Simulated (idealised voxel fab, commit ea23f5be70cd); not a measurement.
voxel wiring stack: a process module
Shown is cross-section cut, with a width of 285 nm and square cells of size 5 nm.
Format of a cross-section: grid, square cells. Given as bands. Order: top down. Band: one or more rows of cells.
Band: top height; bottom height; in nm. Then, left to right: material with width in nm, for each material. "throughout": a single material spanning edge to edge. "empty": empty space.
The level at which height equals 0 is the one under which the wafer, as it arrives, is entirely one material. No lower edge exists for the bottom band, which continues downward and is notated as in "top 0, no bottom".
Width: "30 to 40" (first number = top row, second number = bottom row, same change from row to row of cells).
No cell of the cross-section changed in a step that is given as "everything unchanged".
"Enclosed void listing" specifies each empty space that is not open to the top and that occupies no fewer than 8 cells, using the form width x height at distance, the distance measured from the left edge and all three quantities in nm.
The remark found on a step's line after its settings is issued by the simulator itself and pertains to that step.
On any step carrying a mask, the "overlay nm" setting, if present on the step's line, tells how far right of its planned place the mask lay; negative values point to the left.

STEPS IN THE PROCESS PLAN
1) RECEIVE (material Si)
2) CONFORMAL_DEP (material SiO2; thk nm 15)
3) DIRECTIONAL_DEP (material TiN; thk nm 5)
4) DIRECTIONAL_DEP (material Ru; thk nm 15)
5) PATTERN (tone cover; mask id METAL_1; material resist; width nm 30; pitch nm 45; thk nm 15; overlay nm 0)
6) DIRECTIONAL_ETCH (etch materials Ru; depth nm 15)
7) DIRECTIONAL_ETCH (etch materials TiN; depth nm 5)
8) STRIP (etch materials resist)
9) CONFORMAL_DEP (material SiCN; thk nm 5)
10) FILL_DEP (material SiO2; thk nm 10)
11) CMP (height nm 35)
12) CONFORMAL_DEP (material SiCN; thk nm 5)
13) DIRECTIONAL_DEP (material lowk; thk nm 20)
14) DIRECTIONAL_DEP (material aC; thk nm 10)
15) PATTERN (tone open; mask id PLUG_1; material resist; width nm 15; thk nm 25; overlay nm 0)
16) DIRECTIONAL_ETCH (etch materials aC; depth nm 10)
17) STRIP (etch materials resist)
18) DIRECTIONAL_ETCH (etch materials lowk; depth nm 20)
19) DIRECTIONAL_ETCH (etch materials SiCN; depth nm 5)
20) STRIP (etch materials aC)
21) CONFORMAL_DEP (material TiN; thk nm 5)
22) FILL_DEP (material W; thk nm 10)
23) CMP (height nm 60)
24) CONFORMAL_DEP (material SiCN; thk nm 5)
25) DIRECTIONAL_DEP (material SiO2; thk nm 15)
26) MASKED_ETCH (tone open; mask id METAL_2; width nm 30; pitch nm 45; etch materials SiO2; depth nm 15; overlay nm 0)
27) MASKED_ETCH (tone open; mask id METAL_2; width nm 30; pitch nm 45; etch materials SiCN; depth nm 5; overlay nm 0)
28) CONFORMAL_DEP (material TiN; thk nm 5)
29) FILL_DEP (material Cu; thk nm 10)
30) CMP (height nm 80)
31) CONFORMAL_DEP (material SiCN; thk nm 5)
32) DIRECTIONAL_DEP (material lowk; thk nm 10)
33) MASKED_ETCH (tone open; mask id PLUG_2; width nm 15; etch materials lowk; depth nm 10; overlay nm 0)
34) MASKED_ETCH (tone open; mask id PLUG_2; width nm 15; etch materials SiCN; depth nm 5; overlay nm 0)
35) EPI (material Ru; thk nm 10)
36) EPI (material Ru; thk nm 5)
37) CONFORMAL_DEP (material SiN; thk nm 5)
38) DIRECTIONAL_DEP (material SiO2; thk nm 15)
39) DIRECTIONAL_DEP (material aC; thk nm 15)
40) PATTERN (tone open; mask id METAL_3; material resist; width nm 30; pitch nm 45; thk nm 35; overlay nm 0)
41) DIRECTIONAL_ETCH (etch materials aC; depth nm 15)
42) STRIP (etch materials resist)
43) DIRECTIONAL_ETCH (etch materials SiO2; depth nm 15)
44) DIRECTIONAL_ETCH (etch materials SiN; depth nm 5)
45) STRIP (etch materials aC)
46) CONFORMAL_DEP (material TiN; thk nm 5)
47) FILL_DEP (material Ru; thk nm 10)
48) CMP (height nm 115)
49) CONFORMAL_DEP (material SiCN; thk nm 5)
50) DIRECTIONAL_DEP (material lowk; thk nm 30)
51) PATTERN (tone open; mask id METAL_4_HOLES; material resist; width nm 15; thk nm 20; overlay nm 0)
52) DIRECTIONAL_ETCH (etch materials lowk; depth nm 30)
53) STRIP (etch materials resist)
54) PATTERN (tone open; mask id METAL_4; material resist; width nm 30; pitch nm 45; thk nm 15; overlay nm 0)
55) DIRECTIONAL_ETCH (etch materials lowk; depth nm 20)
56) DIRECTIONAL_ETCH (etch materials SiCN; depth nm 5)
57) STRIP (etch materials resist)
58) CONFORMAL_DEP (material TiN; thk nm 5)
59) FILL_DEP (material Cu; thk nm 5)
60) CMP (height nm 150)
61) CONFORMAL_DEP (material SiN; thk nm 5)

FIRST WAFER, TWO IN TOTAL, RUN AS PLANNED

WAFER AT RECEIPT (POST STEP 1), CROSS-SECTION
  top 0, no bottom = Si throughout
  Enclosed void listing: none

HOW THE WAFER STANDS IN SECTION AFTER STEP 2
  top 15, bottom 0 = SiO2 throughout
  Rest of section, below 0: as before.

HOW THE WAFER STANDS IN SECTION AFTER STEP 3
  top 20, bottom 15 = TiN throughout
  Rest of section, below 15: as before.

HOW THE WAFER STANDS IN SECTION AFTER STEP 4
  top 35, bottom 20 = Ru throughout
  Rest of section, below 20: as before.

HOW THE WAFER STANDS IN SECTION AFTER STEP 5
  top 50, bottom 35 = empty (105) | resist (30) | empty (15) | resist (30) | empty (105)
  Rest of section, below 35: as before.

HOW THE WAFER STANDS IN SECTION AFTER STEP 6
  top 50, bottom 35 = empty (105) | resist (30) | empty (15) | resist (30) | empty (105)
  top 35, bottom 20 = empty (105) | Ru (30) | empty (15) | Ru (30) | empty (105)
  Rest of section, below 20: as before.

HOW THE WAFER STANDS IN SECTION AFTER STEP 7
  top 50, bottom 35 = empty (105) | resist (30) | empty (15) | resist (30) | empty (105)
  top 35, bottom 20 = empty (105) | Ru (30) | empty (15) | Ru (30) | empty (105)
  top 20, bottom 15 = empty (105) | TiN (30) | empty (15) | TiN (30) | empty (105)
  Rest of section, below 15: as before.

HOW THE WAFER STANDS IN SECTION AFTER STEP 8
  top 35, bottom 20 = empty (105) | Ru (30) | empty (15) | Ru (30) | empty (105)
  Rest of section, below 20: as before.

HOW THE WAFER STANDS IN SECTION AFTER STEP 9
  top 40, bottom 35 = empty (100) | SiCN (40) | empty (5) | SiCN (40) | empty (100)
  top 35, bottom 20 = empty (100) | SiCN (5) | Ru (30) | SiCN (5) | empty (5) | SiCN (5) | Ru (30) | SiCN (5) | empty (100)
  top 20, bottom 15 = SiCN (105) | TiN (30) | SiCN (15) | TiN (30) | SiCN (105)
  Rest of section, below 15: as before.

HOW THE WAFER STANDS IN SECTION AFTER STEP 10
  top 50, bottom 40 = SiO2 throughout
  top 40, bottom 35 = SiO2 (100) | SiCN (40) | SiO2 (5) | SiCN (40) | SiO2 (100)
  top 35, bottom 20 = SiO2 (100) | SiCN (5) | Ru (30) | SiCN (5) | SiO2 (5) | SiCN (5) | Ru (30) | SiCN (5) | SiO2 (100)
  Rest of section, below 20: as before.

HOW THE WAFER STANDS IN SECTION AFTER STEP 11
  top 35, bottom 20 = SiO2 (100) | SiCN (5) | Ru (30) | SiCN (5) | SiO2 (5) | SiCN (5) | Ru (30) | SiCN (5) | SiO2 (100)
  Rest of section, below 20: as before.

HOW THE WAFER STANDS IN SECTION AFTER STEP 12
  top 40, bottom 35 = SiCN throughout
  Rest of section, below 35: as before.

HOW THE WAFER STANDS IN SECTION AFTER STEP 13
  top 60, bottom 40 = lowk throughout
  Rest of section, below 40: as before.

HOW THE WAFER STANDS IN SECTION AFTER STEP 14
  top 70, bottom 60 = aC throughout
  Rest of section, below 60: as before.

HOW THE WAFER STANDS IN SECTION AFTER STEP 15
  top 95, bottom 70 = resist (105) | empty (15) | resist (165)
  Rest of section, below 70: as before.

HOW THE WAFER STANDS IN SECTION AFTER STEP 16
  top 85, bottom 70 = resist (105) | empty (15) | resist (165)
  top 70, bottom 60 = aC (105) | empty (15) | aC (165)
  Rest of section, below 60: as before.

HOW THE WAFER STANDS IN SECTION AFTER STEP 17
  top 70, bottom 60 = aC (105) | empty (15) | aC (165)
  Rest of section, below 60: as before.

HOW THE WAFER STANDS IN SECTION AFTER STEP 18
  top 70, bottom 60 = aC (105) | empty (15) | aC (165)
  top 60, bottom 40 = lowk (105) | empty (15) | lowk (165)
  Rest of section, below 40: as before.

HOW THE WAFER STANDS IN SECTION AFTER STEP 19
  top 70, bottom 60 = aC (105) | empty (15) | aC (165)
  top 60, bottom 40 = lowk (105) | empty (15) | lowk (165)
  top 40, bottom 35 = SiCN (105) | empty (15) | SiCN (165)
  Rest of section, below 35: as before.

HOW THE WAFER STANDS IN SECTION AFTER STEP 20
  top 60, bottom 40 = lowk (105) | empty (15) | lowk (165)
  Rest of section, below 40: as before.

HOW THE WAFER STANDS IN SECTION AFTER STEP 21
  top 65, bottom 60 = TiN (110) | empty (5) | TiN (170)
  top 60, bottom 40 = lowk (105) | TiN (5) | empty (5) | TiN (5) | lowk (165)
  top 40, bottom 35 = SiCN (105) | TiN (15) | SiCN (165)
  Rest of section, below 35: as before.

HOW THE WAFER STANDS IN SECTION AFTER STEP 22
  top 75, bottom 65 = W throughout
  top 65, bottom 60 = TiN (110) | W (5) | TiN (170)
  top 60, bottom 40 = lowk (105) | TiN (5) | W (5) | TiN (5) | lowk (165)
  Rest of section, below 40: as before.

HOW THE WAFER STANDS IN SECTION AFTER STEP 23
  top 60, bottom 40 = lowk (105) | TiN (5) | W (5) | TiN (5) | lowk (165)
  Rest of section, below 40: as before.

HOW THE WAFER STANDS IN SECTION AFTER STEP 24
  top 65, bottom 60 = SiCN throughout
  Rest of section, below 60: as before.

HOW THE WAFER STANDS IN SECTION AFTER STEP 25
  top 80, bottom 65 = SiO2 throughout
  Rest of section, below 65: as before.

HOW THE WAFER STANDS IN SECTION AFTER STEP 26
  top 80, bottom 65 = SiO2 (105) | empty (30) | SiO2 (15) | empty (30) | SiO2 (105)
  Rest of section, below 65: as before.

HOW THE WAFER STANDS IN SECTION AFTER STEP 27
  top 80, bottom 65 = SiO2 (105) | empty (30) | SiO2 (15) | empty (30) | SiO2 (105)
  top 65, bottom 60 = SiCN (105) | empty (30) | SiCN (15) | empty (30) | SiCN (105)
  Rest of section, below 60: as before.

HOW THE WAFER STANDS IN SECTION AFTER STEP 28
  top 85, bottom 80 = TiN (110) | empty (20) | TiN (25) | empty (20) | TiN (110)
  top 80, bottom 65 = SiO2 (105) | TiN (5) | empty (20) | TiN (5) | SiO2 (15) | TiN (5) | empty (20) | TiN (5) | SiO2 (105)
  top 65, bottom 60 = SiCN (105) | TiN (30) | SiCN (15) | TiN (30) | SiCN (105)
  Rest of section, below 60: as before.

HOW THE WAFER STANDS IN SECTION AFTER STEP 29
  top 95, bottom 85 = Cu throughout
  top 85, bottom 80 = TiN (110) | Cu (20) | TiN (25) | Cu (20) | TiN (110)
  top 80, bottom 65 = SiO2 (105) | TiN (5) | Cu (20) | TiN (5) | SiO2 (15) | TiN (5) | Cu (20) | TiN (5) | SiO2 (105)
  Rest of section, below 65: as before.

HOW THE WAFER STANDS IN SECTION AFTER STEP 30
  top 80, bottom 65 = SiO2 (105) | TiN (5) | Cu (20) | TiN (5) | SiO2 (15) | TiN (5) | Cu (20) | TiN (5) | SiO2 (105)
  Rest of section, below 65: as before.

HOW THE WAFER STANDS IN SECTION AFTER STEP 31
  top 85, bottom 80 = SiCN throughout
  Rest of section, below 80: as before.

HOW THE WAFER STANDS IN SECTION AFTER STEP 32
  top 95, bottom 85 = lowk throughout
  Rest of section, below 85: as before.

HOW THE WAFER STANDS IN SECTION AFTER STEP 33
  top 95, bottom 85 = lowk (105) | empty (15) | lowk (165)
  Rest of section, below 85: as before.

HOW THE WAFER STANDS IN SECTION AFTER STEP 34
  top 95, bottom 85 = lowk (105) | empty (15) | lowk (165)
  top 85, bottom 80 = SiCN (105) | empty (15) | SiCN (165)
  Rest of section, below 80: as before.

HOW THE WAFER STANDS IN SECTION AFTER STEP 35
  top 95, bottom 90 = lowk (105) | empty (15) | lowk (165)
  top 90, bottom 85 = lowk (105) | Ru (15) | lowk (165)
  top 85, bottom 80 = SiCN (105) | Ru (15) | SiCN (165)
  Rest of section, below 80: as before.

HOW THE WAFER STANDS IN SECTION AFTER STEP 36
  top 95, bottom 85 = lowk (105) | Ru (15) | lowk (165)
  Rest of section, below 85: as before.

HOW THE WAFER STANDS IN SECTION AFTER STEP 37
  top 100, bottom 95 = SiN throughout
  Rest of section, below 95: as before.

HOW THE WAFER STANDS IN SECTION AFTER STEP 38
  top 115, bottom 100 = SiO2 throughout
  Rest of section, below 100: as before.

HOW THE WAFER STANDS IN SECTION AFTER STEP 39
  top 130, bottom 115 = aC throughout
  Rest of section, below 115: as before.

HOW THE WAFER STANDS IN SECTION AFTER STEP 40
  top 165, bottom 130 = resist (105) | empty (30) | resist (15) | empty (30) | resist (105)
  Rest of section, below 130: as before.

HOW THE WAFER STANDS IN SECTION AFTER STEP 41
  top 150, bottom 130 = resist (105) | empty (30) | resist (15) | empty (30) | resist (105)
  top 130, bottom 115 = aC (105) | empty (30) | aC (15) | empty (30) | aC (105)
  Rest of section, below 115: as before.

HOW THE WAFER STANDS IN SECTION AFTER STEP 42
  top 130, bottom 115 = aC (105) | empty (30) | aC (15) | empty (30) | aC (105)
  Rest of section, below 115: as before.

HOW THE WAFER STANDS IN SECTION AFTER STEP 43
  top 130, bottom 115 = aC (105) | empty (30) | aC (15) | empty (30) | aC (105)
  top 115, bottom 100 = SiO2 (105) | empty (30) | SiO2 (15) | empty (30) | SiO2 (105)
  Rest of section, below 100: as before.

HOW THE WAFER STANDS IN SECTION AFTER STEP 44
  top 130, bottom 115 = aC (105) | empty (30) | aC (15) | empty (30) | aC (105)
  top 115, bottom 100 = SiO2 (105) | empty (30) | SiO2 (15) | empty (30) | SiO2 (105)
  top 100, bottom 95 = SiN (105) | empty (30) | SiN (15) | empty (30) | SiN (105)
  Rest of section, below 95: as before.

HOW THE WAFER STANDS IN SECTION AFTER STEP 45
  top 115, bottom 100 = SiO2 (105) | empty (30) | SiO2 (15) | empty (30) | SiO2 (105)
  Rest of section, below 100: as before.

HOW THE WAFER STANDS IN SECTION AFTER STEP 46
  top 120, bottom 115 = TiN (110) | empty (20) | TiN (25) | empty (20) | TiN (110)
  top 115, bottom 100 = SiO2 (105) | TiN (5) | empty (20) | TiN (5) | SiO2 (15) | TiN (5) | empty (20) | TiN (5) | SiO2 (105)
  top 100, bottom 95 = SiN (105) | TiN (30) | SiN (15) | TiN (30) | SiN (105)
  Rest of section, below 95: as before.

HOW THE WAFER STANDS IN SECTION AFTER STEP 47
  top 130, bottom 120 = Ru throughout
  top 120, bottom 115 = TiN (110) | Ru (20) | TiN (25) | Ru (20) | TiN (110)
  top 115, bottom 100 = SiO2 (105) | TiN (5) | Ru (20) | TiN (5) | SiO2 (15) | TiN (5) | Ru (20) | TiN (5) | SiO2 (105)
  Rest of section, below 100: as before.

HOW THE WAFER STANDS IN SECTION AFTER STEP 48
  top 115, bottom 100 = SiO2 (105) | TiN (5) | Ru (20) | TiN (5) | SiO2 (15) | TiN (5) | Ru (20) | TiN (5) | SiO2 (105)
  Rest of section, below 100: as before.

HOW THE WAFER STANDS IN SECTION AFTER STEP 49
  top 120, bottom 115 = SiCN throughout
  Rest of section, below 115: as before.

HOW THE WAFER STANDS IN SECTION AFTER STEP 50
  top 150, bottom 120 = lowk throughout
  Rest of section, below 120: as before.

HOW THE WAFER STANDS IN SECTION AFTER STEP 51
  top 170, bottom 150 = resist (105) | empty (15) | resist (165)
  Rest of section, below 150: as before.

HOW THE WAFER STANDS IN SECTION AFTER STEP 52
  top 170, bottom 150 = resist (105) | empty (15) | resist (165)
  top 150, bottom 120 = lowk (105) | empty (15) | lowk (165)
  Rest of section, below 120: as before.

HOW THE WAFER STANDS IN SECTION AFTER STEP 53
  top 150, bottom 120 = lowk (105) | empty (15) | lowk (165)
  Rest of section, below 120: as before.

HOW THE WAFER STANDS IN SECTION AFTER STEP 54
  top 165, bottom 150 = resist (105) | empty (30) | resist (15) | empty (30) | resist (105)
  Rest of section, below 150: as before.

HOW THE WAFER STANDS IN SECTION AFTER STEP 55
  top 165, bottom 150 = resist (105) | empty (30) | resist (15) | empty (30) | resist (105)
  top 150, bottom 130 = lowk (105) | empty (30) | lowk (15) | empty (30) | lowk (105)
  Rest of section, below 130: as before.

HOW THE WAFER STANDS IN SECTION AFTER STEP 56
  top 165, bottom 150 = resist (105) | empty (30) | resist (15) | empty (30) | resist (105)
  top 150, bottom 130 = lowk (105) | empty (30) | lowk (15) | empty (30) | lowk (105)
  top 130, bottom 120 = lowk (105) | empty (15) | lowk (165)
  top 120, bottom 115 = SiCN (105) | empty (15) | SiCN (165)
  Rest of section, below 115: as before.

HOW THE WAFER STANDS IN SECTION AFTER STEP 57
  top 150, bottom 130 = lowk (105) | empty (30) | lowk (15) | empty (30) | lowk (105)
  Rest of section, below 130: as before.

HOW THE WAFER STANDS IN SECTION AFTER STEP 58
  top 155, bottom 150 = TiN (110) | empty (20) | TiN (25) | empty (20) | TiN (110)
  top 150, bottom 135 = lowk (105) | TiN (5) | empty (20) | TiN (5) | lowk (15) | TiN (5) | empty (20) | TiN (5) | lowk (105)
  top 135, bottom 130 = lowk (105) | TiN (5) | empty (5) | TiN (20) | lowk (15) | TiN (30) | lowk (105)
  top 130, bottom 120 = lowk (105) | TiN (5) | empty (5) | TiN (5) | lowk (165)
  top 120, bottom 115 = SiCN (105) | TiN (15) | SiCN (165)
  Rest of section, below 115: as before.

HOW THE WAFER STANDS IN SECTION AFTER STEP 59
  top 160, bottom 155 = Cu throughout
  top 155, bottom 150 = TiN (110) | Cu (20) | TiN (25) | Cu (20) | TiN (110)
  top 150, bottom 135 = lowk (105) | TiN (5) | Cu (20) | TiN (5) | lowk (15) | TiN (5) | Cu (20) | TiN (5) | lowk (105)
  top 135, bottom 130 = lowk (105) | TiN (5) | Cu (5) | TiN (20) | lowk (15) | TiN (30) | lowk (105)
  top 130, bottom 120 = lowk (105) | TiN (5) | Cu (5) | TiN (5) | lowk (165)
  Rest of section, below 120: as before.

HOW THE WAFER STANDS IN SECTION AFTER STEP 60
  top 150, bottom 135 = lowk (105) | TiN (5) | Cu (20) | TiN (5) | lowk (15) | TiN (5) | Cu (20) | TiN (5) | lowk (105)
  Rest of section, below 135: as before.

HOW THE WAFER STANDS IN SECTION AFTER STEP 61
  top 155, bottom 150 = SiN throughout
  Rest of section, below 150: as before.

REGARDING THE SECOND OF THE TWO WAFERS: IT SHARED THE FIRST WAFER'S STARTING CONDITION AND PROCESS PLAN, YET ONE ERROR OCCURRED DURING ITS EXECUTION. ITS HISTORY COINCIDES WITH THAT OF THE FIRST WAFER UP TO AND INCLUDING STEP 59

CROSS-SECTION, SECOND WAFER, AT THE END TIME THE PLAN GIVES FOR STEP 60
  top 140, bottom 135 = lowk (105) | TiN (5) | Cu (20) | TiN (5) | lowk (15) | TiN (5) | Cu (20) | TiN (5) | lowk (105)
  Rest of section, below 135: as before.

CROSS-SECTION, SECOND WAFER, AT THE END TIME THE PLAN GIVES FOR STEP 61
  top 145, bottom 140 = SiN throughout
  Rest of section, below 140: as before.
In executing the process, a mistake was made relative to the plan: step 60: run off-plan, actual operation and settings CMP (height nm 140)
Materials where the second wafer ends with more or fewer cells than the first: Cu -16 | TiN -8 | lowk -90
